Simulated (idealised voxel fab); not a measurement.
Proc. module: voxel transistor to metal
Section cut is 155 nm wide and gridded with 5 nm square cells.
The cross-sections in this document take the form of a grid made of square cells. They are written out as bands, in order from top to bottom. Each band consists of one or more rows of cells.
The entry gives the band's vertical extent as a top height and a bottom height in nm, then its horizontal make-up as materials from left to right, each with a width in nm. "empty" stands for empty space; a single material marked "all across" fills the band edge to edge.
All heights in this document are referenced to 0, defined as the level beneath which the wafer, as received, consists entirely of one material. The lowest band is not bounded below; it extends indefinitely downward and is written in the form "0 -> down".
Width "30..40": first value at the band's top row of cells, second value at its bottom row, equal change from row to row.
Reading "remained unchanged" for a step: not a cell of the cross-section changed in it.
So "Fully closed voids" is basically the list of trapped voids: any empty space of 8 cells or more that can't reach the top through an opening. They're written width x height at distance, the distance being from the left edge, and it's all nm.
Note: text after step settings on the step line = simulator remark on that step.
Each step line may optionally specify "overlay nm", which for a step with a mask gives the rightward distance between the mask's planned place and where it lay, a negative value indicating the leftward direction.

## Here's what the planned process steps look like
1,op RECEIVE | material Si
2,op CONFORMAL_DEP | material SiO2 | thk nm 5
3,op CONFORMAL_DEP | material SiN | thk nm 10
4,op PATTERN | tone cover | mask id ACTIVE | material resist | width nm 105 | thk nm 15 | overlay nm 0
5,op DIRECTIONAL_ETCH | etch materials SiN | depth nm 10
6,op DIRECTIONAL_ETCH | etch materials SiO2 | depth nm 5
7,op DIRECTIONAL_ETCH | etch materials Si | depth nm 35
8,op STRIP | etch materials resist
9,op OXIDIZE | depth nm 5
10,op FILL_DEP | material SiO2 | thk nm 10
11,op CMP | height nm 15
12,op SELECTIVE_ETCH | etch materials SiO2 | depth nm 10
13,op STRIP | etch materials SiN
14,op SELECTIVE_ETCH | etch materials SiO2 | depth nm 5
15,op OXIDIZE | depth nm 5
16,op DIRECTIONAL_DEP | material polySi | thk nm 20
17,op DIRECTIONAL_DEP | material SiCN | thk nm 10
18,op MASKED_ETCH | tone cover | mask id GATE | width nm 25 | etch materials SiCN | depth nm 20 | overlay nm 0
19,op MASKED_ETCH | tone cover | mask id GATE | width nm 25 | etch materials polySi | depth nm 30 | overlay nm 0
20,op CONFORMAL_DEP | material SiN | thk nm 10
21,op DIRECTIONAL_ETCH | etch materials SiN | depth nm 10
22,op DIRECTIONAL_ETCH | etch materials SiO2 | depth nm 5
23,op EPI | material SiGe | thk nm 5
24,op FILL_DEP | material SiO2 | thk nm 10
25,op CMP | height nm 30
26,op DIRECTIONAL_DEP | material SiO2 | thk nm 10
27,op MASKED_ETCH | tone open | mask id CONTACT | width nm 25 | pitch nm 60 | etch materials SiO2 | depth nm 40 | overlay nm 0
28,op CONFORMAL_DEP | material TiN | thk nm 5
29,op FILL_DEP | material Ru | thk nm 5
30,op CMP | height nm 40
31,op CONFORMAL_DEP | material SiN | thk nm 5
32,op DIRECTIONAL_DEP | material SiO2 | thk nm 20
33,op PATTERN | tone open | mask id METAL_1 | material resist | width nm 15 | pitch nm 70 | thk nm 20 | overlay nm 0
34,op DIRECTIONAL_ETCH | etch materials SiO2 | depth nm 20
35,op DIRECTIONAL_ETCH | etch materials SiN | depth nm 5
36,op STRIP | etch materials resist
37,op CONFORMAL_DEP | material TiN | thk nm 5
38,op FILL_DEP | material Cu | thk nm 5
39,op CMP | height nm 65
40,op EPI | material Ru | thk nm 5
41,op FILL_DEP | material SiCN | thk nm 5
42,op DIRECTIONAL_DEP | material lowk | thk nm 35
43,op DIRECTIONAL_DEP | material aC | thk nm 15
44,op PATTERN | tone open | mask id METAL_2 | material resist | width nm 15 | pitch nm 70 | thk nm 30 | overlay nm 0
45,op DIRECTIONAL_ETCH | etch materials aC | depth nm 15
46,op STRIP | etch materials resist
47,op DIRECTIONAL_ETCH | etch materials lowk | depth nm 20
48,op STRIP | etch materials aC
49,op PATTERN | tone open | mask id METAL_2_HOLES | material resist | width nm 15 | pitch nm 70 | thk nm 15 | overlay nm 0
50,op DIRECTIONAL_ETCH | etch materials lowk | depth nm 15
51,op DIRECTIONAL_ETCH | etch materials SiCN | depth nm 5
52,op STRIP | etch materials resist
53,op CONFORMAL_DEP | material TiN | thk nm 5
54,op FILL_DEP | material Ru | thk nm 5
55,op CMP | height nm 110
56,op CONFORMAL_DEP | material SiCN | thk nm 5

## The first wafer of two, processed as planned

## Cross-section, incoming material, after step 1
* 0 -> down: Si all across
* Fully closed voids: none

## Step 2 complete: cross-section through the wafer
* 5 -> 0: SiO2 all across
* Whatever lies below 0 is exactly as it was before.

## Step 3 complete: cross-section through the wafer
* 15 -> 5: SiN all across
* Whatever lies below 5 is exactly as it was before.

## Step 4 complete: cross-section through the wafer
* 30 -> 15: empty 25 / resist 105 / empty 25
* Whatever lies below 15 is exactly as it was before.

## Step 5 complete: cross-section through the wafer
* 30 -> 15: empty 25 / resist 105 / empty 25
* 15 -> 5: empty 25 / SiN 105 / empty 25
* Whatever lies below 5 is exactly as it was before.

## Step 6 complete: cross-section through the wafer
* 30 -> 15: empty 25 / resist 105 / empty 25
* 15 -> 5: empty 25 / SiN 105 / empty 25
* 5 -> 0: empty 25 / SiO2 105 / empty 25
* Whatever lies below 0 is exactly as it was before.

## Step 7 complete: cross-section through the wafer
* 30 -> 15: empty 25 / resist 105 / empty 25
* 15 -> 5: empty 25 / SiN 105 / empty 25
* 5 -> 0: empty 25 / SiO2 105 / empty 25
* 0 -> -35: empty 25 / Si 105 / empty 25
* Whatever lies below -35 is exactly as it was before.

## Step 8 complete: cross-section through the wafer
* 15 -> 5: empty 25 / SiN 105 / empty 25
* Whatever lies below 5 is exactly as it was before.

## Step 9 complete: cross-section through the wafer
* 15 -> 5: empty 25 / SiN 105 / empty 25
* 5 -> 0: empty 25 / SiO2 105 / empty 25
* 0 -> -35: empty 25 / SiO2 5 / Si 95 / SiO2 5 / empty 25
* -35 -> -40: SiO2 30 / Si 95 / SiO2 30
* Whatever lies below -40 is exactly as it was before.

## Step 10 complete: cross-section through the wafer
* 25 -> 15: SiO2 all across
* 15 -> 5: SiO2 25 / SiN 105 / SiO2 25
* 5 -> 0: SiO2 all across
* 0 -> -40: SiO2 30 / Si 95 / SiO2 30
* Whatever lies below -40 is exactly as it was before.

## Step 11 complete: cross-section through the wafer
* 15 -> 5: SiO2 25 / SiN 105 / SiO2 25
* Whatever lies below 5 is exactly as it was before.

## Step 12 complete: cross-section through the wafer
* 15 -> 5: empty 25 / SiN 105 / empty 25
* Whatever lies below 5 is exactly as it was before.

## Step 13 complete: cross-section through the wafer
* 5 -> 0: SiO2 all across
* Whatever lies below 0 is exactly as it was before.

## Step 14 complete: cross-section through the wafer
* 0 -> -40: SiO2 30 / Si 95 / SiO2 30
* Whatever lies below -40 is exactly as it was before.

## Step 15 complete: cross-section through the wafer
* 0 -> -5: SiO2 all across
* Whatever lies below -5 is exactly as it was before.

## Step 16 complete: cross-section through the wafer
* 20 -> 0: polySi all across
* Whatever lies below 0 is exactly as it was before.

## Step 17 complete: cross-section through the wafer
* 30 -> 20: SiCN all across
* Whatever lies below 20 is exactly as it was before.

## Step 18 complete: cross-section through the wafer
* 30 -> 20: empty 65 / SiCN 25 / empty 65
* Whatever lies below 20 is exactly as it was before.

## Step 19 complete: cross-section through the wafer
* 30 -> 20: empty 65 / SiCN 25 / empty 65
* 20 -> 0: empty 65 / polySi 25 / empty 65
* Whatever lies below 0 is exactly as it was before.

## Step 20 complete: cross-section through the wafer
* 40 -> 30: empty 55 / SiN 45 / empty 55
* 30 -> 20: empty 55 / SiN 10 / SiCN 25 / SiN 10 / empty 55
* 20 -> 10: empty 55 / SiN 10 / polySi 25 / SiN 10 / empty 55
* 10 -> 0: SiN 65 / polySi 25 / SiN 65
* Whatever lies below 0 is exactly as it was before.

## Step 21 complete: cross-section through the wafer
* 30 -> 20: empty 55 / SiN 10 / SiCN 25 / SiN 10 / empty 55
* 20 -> 0: empty 55 / SiN 10 / polySi 25 / SiN 10 / empty 55
* Whatever lies below 0 is exactly as it was before.

## Step 22 complete: cross-section through the wafer
* 30 -> 20: empty 55 / SiN 10 / SiCN 25 / SiN 10 / empty 55
* 20 -> 0: empty 55 / SiN 10 / polySi 25 / SiN 10 / empty 55
* 0 -> -5: empty 55 / SiO2 45 / empty 55
* Whatever lies below -5 is exactly as it was before.

## Step 23 complete: cross-section through the wafer
* 30 -> 20: empty 55 / SiN 10 / SiCN 25 / SiN 10 / empty 55
* 20 -> 0: empty 55 / SiN 10 / polySi 25 / SiN 10 / empty 55
* 0 -> -5: empty 25 / SiGe 30 / SiO2 45 / SiGe 30 / empty 25
* Whatever lies below -5 is exactly as it was before.

## Step 24 complete: cross-section through the wafer
* 40 -> 30: SiO2 all across
* 30 -> 20: SiO2 55 / SiN 10 / SiCN 25 / SiN 10 / SiO2 55
* 20 -> 0: SiO2 55 / SiN 10 / polySi 25 / SiN 10 / SiO2 55
* 0 -> -5: SiO2 25 / SiGe 30 / SiO2 45 / SiGe 30 / SiO2 25
* Whatever lies below -5 is exactly as it was before.

## Step 25 complete: cross-section through the wafer
* 30 -> 20: SiO2 55 / SiN 10 / SiCN 25 / SiN 10 / SiO2 55
* Whatever lies below 20 is exactly as it was before.

## Step 26 complete: cross-section through the wafer
* 40 -> 30: SiO2 all across
* Whatever lies below 30 is exactly as it was before.

## Step 27 complete: cross-section through the wafer
* 40 -> 30: SiO2 35 / empty 25 / SiO2 35 / empty 25 / SiO2 35
* 30 -> 20: SiO2 35 / empty 20 / SiN 10 / SiCN 25 / SiN 10 / empty 20 / SiO2 35
* 20 -> 0: SiO2 35 / empty 20 / SiN 10 / polySi 25 / SiN 10 / empty 20 / SiO2 35
* Whatever lies below 0 is exactly as it was before.

## Step 28 complete: cross-section through the wafer
* 45 -> 40: TiN 40 / empty 15 / TiN 45 / empty 15 / TiN 40
* 40 -> 30: SiO2 35 / TiN 5 / empty 15..10 / TiN 5..10 / SiO2 35 / TiN 5..10 / empty 15..10 / TiN 5 / SiO2 35
* 30 -> 20: SiO2 35 / TiN 5 / empty 10 / TiN 5 / SiN 10 / SiCN 25 / SiN 10 / TiN 5 / empty 10 / TiN 5 / SiO2 35
* 20 -> 5: SiO2 35 / TiN 5 / empty 10 / TiN 5 / SiN 10 / polySi 25 / SiN 10 / TiN 5 / empty 10 / TiN 5 / SiO2 35
* 5 -> 0: SiO2 35 / TiN 20 / SiN 10 / polySi 25 / SiN 10 / TiN 20 / SiO2 35
* Whatever lies below 0 is exactly as it was before.

## Step 29 complete: cross-section through the wafer
* 50 -> 45: Ru all across
* 45 -> 40: TiN 40 / Ru 15 / TiN 45 / Ru 15 / TiN 40
* 40 -> 30: SiO2 35 / TiN 5 / Ru 15..10 / TiN 5..10 / SiO2 35 / TiN 5..10 / Ru 15..10 / TiN 5 / SiO2 35
* 30 -> 20: SiO2 35 / TiN 5 / Ru 10 / TiN 5 / SiN 10 / SiCN 25 / SiN 10 / TiN 5 / Ru 10 / TiN 5 / SiO2 35
* 20 -> 5: SiO2 35 / TiN 5 / Ru 10 / TiN 5 / SiN 10 / polySi 25 / SiN 10 / TiN 5 / Ru 10 / TiN 5 / SiO2 35
* Whatever lies below 5 is exactly as it was before.

## Step 30 complete: cross-section through the wafer
* 40 -> 30: SiO2 35 / TiN 5 / Ru 15..10 / TiN 5..10 / SiO2 35 / TiN 5..10 / Ru 15..10 / TiN 5 / SiO2 35
* Whatever lies below 30 is exactly as it was before.

## Step 31 complete: cross-section through the wafer
* 45 -> 40: SiN all across
* Whatever lies below 40 is exactly as it was before.

## Step 32 complete: cross-section through the wafer
* 65 -> 45: SiO2 all across
* Whatever lies below 45 is exactly as it was before.

## Step 33 complete: cross-section through the wafer
* 85 -> 65: resist 35 / empty 15 / resist 55 / empty 15 / resist 35
* Whatever lies below 65 is exactly as it was before.

## Step 34 complete: cross-section through the wafer
* 85 -> 65: resist 35 / empty 15 / resist 55 / empty 15 / resist 35
* 65 -> 45: SiO2 35 / empty 15 / SiO2 55 / empty 15 / SiO2 35
* Whatever lies below 45 is exactly as it was before.

## Step 35 complete: cross-section through the wafer
* 85 -> 65: resist 35 / empty 15 / resist 55 / empty 15 / resist 35
* 65 -> 45: SiO2 35 / empty 15 / SiO2 55 / empty 15 / SiO2 35
* 45 -> 40: SiN 35 / empty 15 / SiN 55 / empty 15 / SiN 35
* Whatever lies below 40 is exactly as it was before.

## Step 36 complete: cross-section through the wafer
* 65 -> 45: SiO2 35 / empty 15 / SiO2 55 / empty 15 / SiO2 35
* Whatever lies below 45 is exactly as it was before.

## Step 37 complete: cross-section through the wafer
* 70 -> 65: TiN 40 / empty 5 / TiN 65 / empty 5 / TiN 40
* 65 -> 45: SiO2 35 / TiN 5 / empty 5 / TiN 5 / SiO2 55 / TiN 5 / empty 5 / TiN 5 / SiO2 35
* 45 -> 40: SiN 35 / TiN 15 / SiN 55 / TiN 15 / SiN 35
* Whatever lies below 40 is exactly as it was before.

## Step 38 complete: cross-section through the wafer
* 75 -> 70: Cu all across
* 70 -> 65: TiN 40 / Cu 5 / TiN 65 / Cu 5 / TiN 40
* 65 -> 45: SiO2 35 / TiN 5 / Cu 5 / TiN 5 / SiO2 55 / TiN 5 / Cu 5 / TiN 5 / SiO2 35
* Whatever lies below 45 is exactly as it was before.

## Step 39 complete: cross-section through the wafer
* 65 -> 45: SiO2 35 / TiN 5 / Cu 5 / TiN 5 / SiO2 55 / TiN 5 / Cu 5 / TiN 5 / SiO2 35
* Whatever lies below 45 is exactly as it was before.

## Step 40 complete: cross-section through the wafer
* 70 -> 65: empty 30 / Ru 25 / empty 45 / Ru 25 / empty 30
* Whatever lies below 65 is exactly as it was before.

## Step 41 complete: cross-section through the wafer
* 75 -> 70: SiCN all across
* 70 -> 65: SiCN 30 / Ru 25 / SiCN 45 / Ru 25 / SiCN 30
* Whatever lies below 65 is exactly as it was before.

## Step 42 complete: cross-section through the wafer
* 110 -> 75: lowk all across
* Whatever lies below 75 is exactly as it was before.

## Step 43 complete: cross-section through the wafer
* 125 -> 110: aC all across
* Whatever lies below 110 is exactly as it was before.

## Step 44 complete: cross-section through the wafer
* 155 -> 125: resist 35 / empty 15 / resist 55 / empty 15 / resist 35
* Whatever lies below 125 is exactly as it was before.

## Step 45 complete: cross-section through the wafer
* 140 -> 125: resist 35 / empty 15 / resist 55 / empty 15 / resist 35
* 125 -> 110: aC 35 / empty 15 / aC 55 / empty 15 / aC 35
* Whatever lies below 110 is exactly as it was before.

## Step 46 complete: cross-section through the wafer
* 125 -> 110: aC 35 / empty 15 / aC 55 / empty 15 / aC 35
* Whatever lies below 110 is exactly as it was before.

## Step 47 complete: cross-section through the wafer
* 125 -> 110: aC 35 / empty 15 / aC 55 / empty 15 / aC 35
* 110 -> 90: lowk 35 / empty 15 / lowk 55 / empty 15 / lowk 35
* Whatever lies below 90 is exactly as it was before.

## Step 48 complete: cross-section through the wafer
* 110 -> 90: lowk 35 / empty 15 / lowk 55 / empty 15 / lowk 35
* Whatever lies below 90 is exactly as it was before.

## Step 49 complete: cross-section through the wafer
* 125 -> 110: resist 35 / empty 15 / resist 55 / empty 15 / resist 35
* Whatever lies below 110 is exactly as it was before.

## Step 50 complete: cross-section through the wafer
* 125 -> 110: resist 35 / empty 15 / resist 55 / empty 15 / resist 35
* 110 -> 75: lowk 35 / empty 15 / lowk 55 / empty 15 / lowk 35
* Whatever lies below 75 is exactly as it was before.

## Step 51 complete: cross-section through the wafer
* 125 -> 110: resist 35 / empty 15 / resist 55 / empty 15 / resist 35
* 110 -> 75: lowk 35 / empty 15 / lowk 55 / empty 15 / lowk 35
* 75 -> 70: SiCN 35 / empty 15 / SiCN 55 / empty 15 / SiCN 35
* Whatever lies below 70 is exactly as it was before.

## Step 52 complete: cross-section through the wafer
* 110 -> 75: lowk 35 / empty 15 / lowk 55 / empty 15 / lowk 35
* Whatever lies below 75 is exactly as it was before.

## Step 53 complete: cross-section through the wafer
* 115 -> 110: TiN 40 / empty 5 / TiN 65 / empty 5 / TiN 40
* 110 -> 75: lowk 35 / TiN 5 / empty 5 / TiN 5 / lowk 55 / TiN 5 / empty 5 / TiN 5 / lowk 35
* 75 -> 70: SiCN 35 / TiN 15 / SiCN 55 / TiN 15 / SiCN 35
* Whatever lies below 70 is exactly as it was before.

## Step 54 complete: cross-section through the wafer
* 120 -> 115: Ru all across
* 115 -> 110: TiN 40 / Ru 5 / TiN 65 / Ru 5 / TiN 40
* 110 -> 75: lowk 35 / TiN 5 / Ru 5 / TiN 5 / lowk 55 / TiN 5 / Ru 5 / TiN 5 / lowk 35
* Whatever lies below 75 is exactly as it was before.

## Step 55 complete: cross-section through the wafer
* 110 -> 75: lowk 35 / TiN 5 / Ru 5 / TiN 5 / lowk 55 / TiN 5 / Ru 5 / TiN 5 / lowk 35
* Whatever lies below 75 is exactly as it was before.

## Step 56 complete: cross-section through the wafer
* 115 -> 110: SiCN all across
* Whatever lies below 110 is exactly as it was before.

## Second wafer, same starting state and plan as the first, one mistake in the run, identical through step 26

## Second wafer, cut view, end of step 27 per plan
* 40 -> 30: SiO2 40 / empty 20 / SiO2 40 / empty 20 / SiO2 35
* 30 -> 20: SiO2 40 / empty 15 / SiN 10 / SiCN 25 / SiN 10 / empty 20 / SiO2 35
* 20 -> 0: SiO2 40 / empty 15 / SiN 10 / polySi 25 / SiN 10 / empty 20 / SiO2 35
* Whatever lies below 0 is exactly as it was before.

## Second wafer, cut view, end of step 28 per plan
* 45 -> 40: TiN 45 / empty 10 / TiN 50 / empty 10 / TiN 40
* 40 -> 30: SiO2 40 / TiN 5 / empty 10..5 / TiN 5..10 / SiO2 40 / TiN 5 / empty 10 / TiN 5 / SiO2 35
* 30 -> 20: SiO2 40 / TiN 5 / empty 5 / TiN 5 / SiN 10 / SiCN 25 / SiN 10 / TiN 5 / empty 10 / TiN 5 / SiO2 35
* 20 -> 5: SiO2 40 / TiN 5 / empty 5 / TiN 5 / SiN 10 / polySi 25 / SiN 10 / TiN 5 / empty 10 / TiN 5 / SiO2 35
* 5 -> 0: SiO2 40 / TiN 15 / SiN 10 / polySi 25 / SiN 10 / TiN 20 / SiO2 35
* Whatever lies below 0 is exactly as it was before.

## Second wafer, cut view, end of step 29 per plan
* 50 -> 45: Ru all across
* 45 -> 40: TiN 45 / Ru 10 / TiN 50 / Ru 10 / TiN 40
* 40 -> 30: SiO2 40 / TiN 5 / Ru 10..5 / TiN 5..10 / SiO2 40 / TiN 5 / Ru 10 / TiN 5 / SiO2 35
* 30 -> 20: SiO2 40 / TiN 5 / Ru 5 / TiN 5 / SiN 10 / SiCN 25 / SiN 10 / TiN 5 / Ru 10 / TiN 5 / SiO2 35
* 20 -> 5: SiO2 40 / TiN 5 / Ru 5 / TiN 5 / SiN 10 / polySi 25 / SiN 10 / TiN 5 / Ru 10 / TiN 5 / SiO2 35
* Whatever lies below 5 is exactly as it was before.

## Second wafer, cut view, end of step 30 per plan
* 40 -> 30: SiO2 40 / TiN 5 / Ru 10..5 / TiN 5..10 / SiO2 40 / TiN 5 / Ru 10 / TiN 5 / SiO2 35
* Whatever lies below 30 is exactly as it was before.

## Second wafer, cut view, end of step 31 per plan
* 45 -> 40: SiN all across
* Whatever lies below 40 is exactly as it was before.

## Second wafer, cut view, end of step 32 per plan
* 65 -> 45: SiO2 all across
* Whatever lies below 45 is exactly as it was before.

## Second wafer, cut view, end of step 33 per plan
* 85 -> 65: resist 35 / empty 15 / resist 55 / empty 15 / resist 35
* Whatever lies below 65 is exactly as it was before.

## Second wafer, cut view, end of step 34 per plan
* 85 -> 65: resist 35 / empty 15 / resist 55 / empty 15 / resist 35
* 65 -> 45: SiO2 35 / empty 15 / SiO2 55 / empty 15 / SiO2 35
* Whatever lies below 45 is exactly as it was before.

## Second wafer, cut view, end of step 35 per plan
* 85 -> 65: resist 35 / empty 15 / resist 55 / empty 15 / resist 35
* 65 -> 45: SiO2 35 / empty 15 / SiO2 55 / empty 15 / SiO2 35
* 45 -> 40: SiN 35 / empty 15 / SiN 55 / empty 15 / SiN 35
* Whatever lies below 40 is exactly as it was before.

## Second wafer, cut view, end of step 36 per plan
* 65 -> 45: SiO2 35 / empty 15 / SiO2 55 / empty 15 / SiO2 35
* Whatever lies below 45 is exactly as it was before.

## Second wafer, cut view, end of step 37 per plan
* 70 -> 65: TiN 40 / empty 5 / TiN 65 / empty 5 / TiN 40
* 65 -> 45: SiO2 35 / TiN 5 / empty 5 / TiN 5 / SiO2 55 / TiN 5 / empty 5 / TiN 5 / SiO2 35
* 45 -> 40: SiN 35 / TiN 15 / SiN 55 / TiN 15 / SiN 35
* Whatever lies below 40 is exactly as it was before.

## Second wafer, cut view, end of step 38 per plan
* 75 -> 70: Cu all across
* 70 -> 65: TiN 40 / Cu 5 / TiN 65 / Cu 5 / TiN 40
* 65 -> 45: SiO2 35 / TiN 5 / Cu 5 / TiN 5 / SiO2 55 / TiN 5 / Cu 5 / TiN 5 / SiO2 35
* Whatever lies below 45 is exactly as it was before.

## Second wafer, cut view, end of step 39 per plan
* 65 -> 45: SiO2 35 / TiN 5 / Cu 5 / TiN 5 / SiO2 55 / TiN 5 / Cu 5 / TiN 5 / SiO2 35
* Whatever lies below 45 is exactly as it was before.

## Second wafer, cut view, end of step 40 per plan
* 70 -> 65: empty 30 / Ru 25 / empty 45 / Ru 25 / empty 30
* Whatever lies below 65 is exactly as it was before.

## Second wafer, cut view, end of step 41 per plan
* 75 -> 70: SiCN all across
* 70 -> 65: SiCN 30 / Ru 25 / SiCN 45 / Ru 25 / SiCN 30
* Whatever lies below 65 is exactly as it was before.

## Second wafer, cut view, end of step 42 per plan
* 110 -> 75: lowk all across
* Whatever lies below 75 is exactly as it was before.

## Second wafer, cut view, end of step 43 per plan
* 125 -> 110: aC all across
* Whatever lies below 110 is exactly as it was before.

## Second wafer, cut view, end of step 44 per plan
* 155 -> 125: resist 35 / empty 15 / resist 55 / empty 15 / resist 35
* Whatever lies below 125 is exactly as it was before.

## Second wafer, cut view, end of step 45 per plan
* 140 -> 125: resist 35 / empty 15 / resist 55 / empty 15 / resist 35
* 125 -> 110: aC 35 / empty 15 / aC 55 / empty 15 / aC 35
* Whatever lies below 110 is exactly as it was before.

## Second wafer, cut view, end of step 46 per plan
* 125 -> 110: aC 35 / empty 15 / aC 55 / empty 15 / aC 35
* Whatever lies below 110 is exactly as it was before.

## Second wafer, cut view, end of step 47 per plan
* 125 -> 110: aC 35 / empty 15 / aC 55 / empty 15 / aC 35
* 110 -> 90: lowk 35 / empty 15 / lowk 55 / empty 15 / lowk 35
* Whatever lies below 90 is exactly as it was before.

## Second wafer, cut view, end of step 48 per plan
* 110 -> 90: lowk 35 / empty 15 / lowk 55 / empty 15 / lowk 35
* Whatever lies below 90 is exactly as it was before.

## Second wafer, cut view, end of step 49 per plan
* 125 -> 110: resist 35 / empty 15 / resist 55 / empty 15 / resist 35
* Whatever lies below 110 is exactly as it was before.

## Second wafer, cut view, end of step 50 per plan
* 125 -> 110: resist 35 / empty 15 / resist 55 / empty 15 / resist 35
* 110 -> 75: lowk 35 / empty 15 / lowk 55 / empty 15 / lowk 35
* Whatever lies below 75 is exactly as it was before.

## Second wafer, cut view, end of step 51 per plan
* 125 -> 110: resist 35 / empty 15 / resist 55 / empty 15 / resist 35
* 110 -> 75: lowk 35 / empty 15 / lowk 55 / empty 15 / lowk 35
* 75 -> 70: SiCN 35 / empty 15 / SiCN 55 / empty 15 / SiCN 35
* Whatever lies below 70 is exactly as it was before.

## Second wafer, cut view, end of step 52 per plan
* 110 -> 75: lowk 35 / empty 15 / lowk 55 / empty 15 / lowk 35
* Whatever lies below 75 is exactly as it was before.

## Second wafer, cut view, end of step 53 per plan
* 115 -> 110: TiN 40 / empty 5 / TiN 65 / empty 5 / TiN 40
* 110 -> 75: lowk 35 / TiN 5 / empty 5 / TiN 5 / lowk 55 / TiN 5 / empty 5 / TiN 5 / lowk 35
* 75 -> 70: SiCN 35 / TiN 15 / SiCN 55 / TiN 15 / SiCN 35
* Whatever lies below 70 is exactly as it was before.

## Second wafer, cut view, end of step 54 per plan
* 120 -> 115: Ru all across
* 115 -> 110: TiN 40 / Ru 5 / TiN 65 / Ru 5 / TiN 40
* 110 -> 75: lowk 35 / TiN 5 / Ru 5 / TiN 5 / lowk 55 / TiN 5 / Ru 5 / TiN 5 / lowk 35
* Whatever lies below 75 is exactly as it was before.

## Second wafer, cut view, end of step 55 per plan
* 110 -> 75: lowk 35 / TiN 5 / Ru 5 / TiN 5 / lowk 55 / TiN 5 / Ru 5 / TiN 5 / lowk 35
* Whatever lies below 75 is exactly as it was before.

## Second wafer, cut view, end of step 56 per plan
* 115 -> 110: SiCN all across
* Whatever lies below 110 is exactly as it was before.
Against the plan, the run slipped here: step 27: run off-plan, actual operation and settings op MASKED_ETCH | tone open | mask id CONTACT | width nm 20 | pitch nm 60 | etch materials SiO2 | depth nm 40 | overlay nm 0
Final comparison by cell count, materials where the second wafer has more or fewer than the first: 8 fewer of Ru, 10 more of SiO2, 2 fewer of TiN
